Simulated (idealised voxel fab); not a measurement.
Proc. module: voxel double patterning
FYI the section here is cut, 235 nm wide, cells are 5 nm squares.
For the purposes of this document, a cross-section shall be understood as a grid of square cells, specified as bands listed in top-to-bottom order, each band consisting of one or more rows of cells. Basically the band line says how high the top is and how high the bottom is, in nm, and then what's in it from left to right, every material with its width in nm. Empty space shows up as "air", and if a single material carries "throughout" it runs the full band edge to edge. Measure heights from 0. That's the level where, below it, the as-received wafer is all one material. The lowest band is bottomless and extends downward; write it as in "z 0 and below". Width: "30 to 40" (first number = top row, second number = bottom row, same change from row to row of cells). Step marked "no modifications"? Then no cell in the cross-section changed in it. The entry "Completely sealed voids" lists the empty spaces that cover at least 8 cells and have no open path to the top. Each is written as width x height at distance, where the distance is measured from the left edge and all three values are in nm. On a step's line, text after the settings is the simulator commenting on that step. Steps that use a mask can have "overlay nm" on their line. It says how far the mask sat to the right of where it was meant to be. Negative means to the left.

The following list gives the planned process steps
1: RECEIVE [material Si]
2: CONFORMAL_DEP [material SiO2] [thk nm 5]
3: DIRECTIONAL_DEP [material W] [thk nm 15]
4: DIRECTIONAL_DEP [material SiCN] [thk nm 10]
5: PATTERN [tone open] [mask id FIRST] [material resist] [width nm 15] [pitch nm 50] [thk nm 20] [overlay nm 0]
6: DIRECTIONAL_ETCH [etch materials SiCN] [depth nm 10]
7: STRIP [etch materials resist]
8: MASKED_ETCH [tone open] [mask id SECOND] [width nm 15] [pitch nm 50] [etch materials SiCN] [depth nm 10] [overlay nm 0]
9: DIRECTIONAL_ETCH [etch materials W] [depth nm 15]
10: STRIP [etch materials SiCN]

Cross-sectional view of the wafer in its as-received condition, corresponding to the state after step 1
	z 0 and below  Si throughout
	Completely sealed voids: none

Cross-section: first of two wafers, module finished, run according to plan
	z 20 to 5  60 W, 15 air, 10 W, 15 air, 10 W, 15 air, 10 W, 15 air, 10 W, 15 air, 60 W
	z 5 to 0  SiO2 throughout
	z 0 and below  Si throughout
	Completely sealed voids: none

Here's the second of our two wafers sectioned at module end. Same start as the first, same plan, but one mistake got made running it
	z 20 to 5  60 W, 15 air, 5 W, 15 air, 15 W, 15 air, 5 W, 15 air, 15 W, 15 air, 60 W
	z 5 to 0  SiO2 throughout
	z 0 and below  Si throughout
	Completely sealed voids: none
It is concluded that the wafer was processed incorrectly with respect to the plan, in that step 8, actual vs plan mismatch, actual run MASKED_ETCH [tone open] [mask id SECOND] [width nm 15] [pitch nm 50] [etch materials SiCN] [depth nm 10] [overlay nm -5]
Both wafers, final: cells per material equal; arrangement not.
